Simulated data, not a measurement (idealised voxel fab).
Title: Process Module voxel released beams
Displayed cross-section: cut, width of 215 nm, square cells sized 5 nm.
We lay out every cross-section as a grid of square cells and spell it out in bands from the top down, where one band means one or more rows of cells. Heads up on the band format: heights come first, top then bottom, in nm. After that it's the materials left to right, each with its width in nm. A single material flagged "everywhere" fills the whole band edge to edge, and "blank" means there's empty space there. Height reference: 0 = level under which incoming wafer is all one material. Lowest band: no bottom, runs on downward, e.g. "0 nm and below". It should be noted that a width expressed as "30->40" varies in equal increments from row to row of cells within the band, taking the value of the first number at the top row and that of the second number at the bottom row. Take "nothing was modified" at face value: in the step it is given for, the cross-section changed in none of its cells. The label "Enclosed void catalog" introduces a list of the empty spaces, 8 cells or larger, that have no open way up to the top; each entry in it reads width x height at distance, where the distance is taken from the left edge and all three are stated in nm. On each step's line, the part that comes after the settings is the simulator's own comment on the step. Among the settings permitted on a step's line is "overlay nm"; applied to a step with a mask, it specifies the extent to which the mask lay to the right of its planned position, whereas a negative figure signifies a position to the left.

### The steps planned for the process are as follows
| 1 | RECEIVE,material Si |
| 2 | CONFORMAL_DEP,material SiN,thk nm 10 |
| 3 | DIRECTIONAL_DEP,material SiO2,thk nm 10 |
| 4 | DIRECTIONAL_DEP,material aC,thk nm 10 |
| 5 | PATTERN,tone open,mask id ANCHOR,material resist,width nm 40,thk nm 25,overlay nm 0 |
| 6 | DIRECTIONAL_ETCH,etch materials aC,depth nm 10 |
| 7 | STRIP,etch materials resist |
| 8 | DIRECTIONAL_ETCH,etch materials SiO2,depth nm 10 |
| 9 | STRIP,etch materials aC |
| 10 | CONFORMAL_DEP,material polySi,thk nm 15 |
| 11 | MASKED_ETCH,tone cover,mask id BEAM,width nm 100,etch materials polySi,depth nm 5,overlay nm 0 |
| 12 | STRIP,etch materials SiO2 |
Across this set of wafers, the varied parameter is the depth nm of step 11. Starting conditions are identical for every wafer, and the plan reports the value assigned to the first wafer.

### Received wafers, first of several: cross-section after step 1
    0 nm and below: Si everywhere
    Enclosed void catalog: none

### Once step 12, the last step, is complete, the module is at its end; this is the cross-section of the first of several wafers
    35 nm to 30 nm: blank 55 nm, polySi 20 nm, blank 10 nm, polySi 70 nm, blank 60 nm
    30 nm to 25 nm: polySi 75 nm, blank 10 nm, polySi 130 nm
    25 nm to 20 nm: polySi everywhere
    20 nm to 10 nm: SiO2 60 nm, polySi 40 nm, SiO2 115 nm
    10 nm to 0 nm: SiN everywhere
    0 nm and below: Si everywhere
    Enclosed void catalog: none

### Module end, final wafer: cross-section
    35 nm to 25 nm: blank 55 nm, polySi 20 nm, blank 10 nm, polySi 70 nm, blank 60 nm
    25 nm to 20 nm: blank 55 nm, polySi 100 nm, blank 60 nm
    20 nm to 10 nm: blank 60 nm, polySi 40 nm, blank 115 nm
    10 nm to 0 nm: SiN everywhere
    0 nm and below: Si everywhere
    Enclosed void catalog: none

### So in this table every wafer gets its own row, and what you see is where it stands at the end of the module: for each material, how many cells it picked up (+) or gave up (-) since we received it, and after that its closed voids
depth nm 5; +86 SiN; +70 SiO2; +118 polySi; Enclosed void catalog: none
depth nm 10; +86 SiN; +70 SiO2; +95 polySi; Enclosed void catalog: none
depth nm 15; +86 SiN; +72 polySi; Enclosed void catalog: none
depth nm 20; +86 SiN; +72 polySi; Enclosed void catalog: none
depth nm 25; +86 SiN; +72 polySi; Enclosed void catalog: none
depth nm 30; +86 SiN; +72 polySi; Enclosed void catalog: none
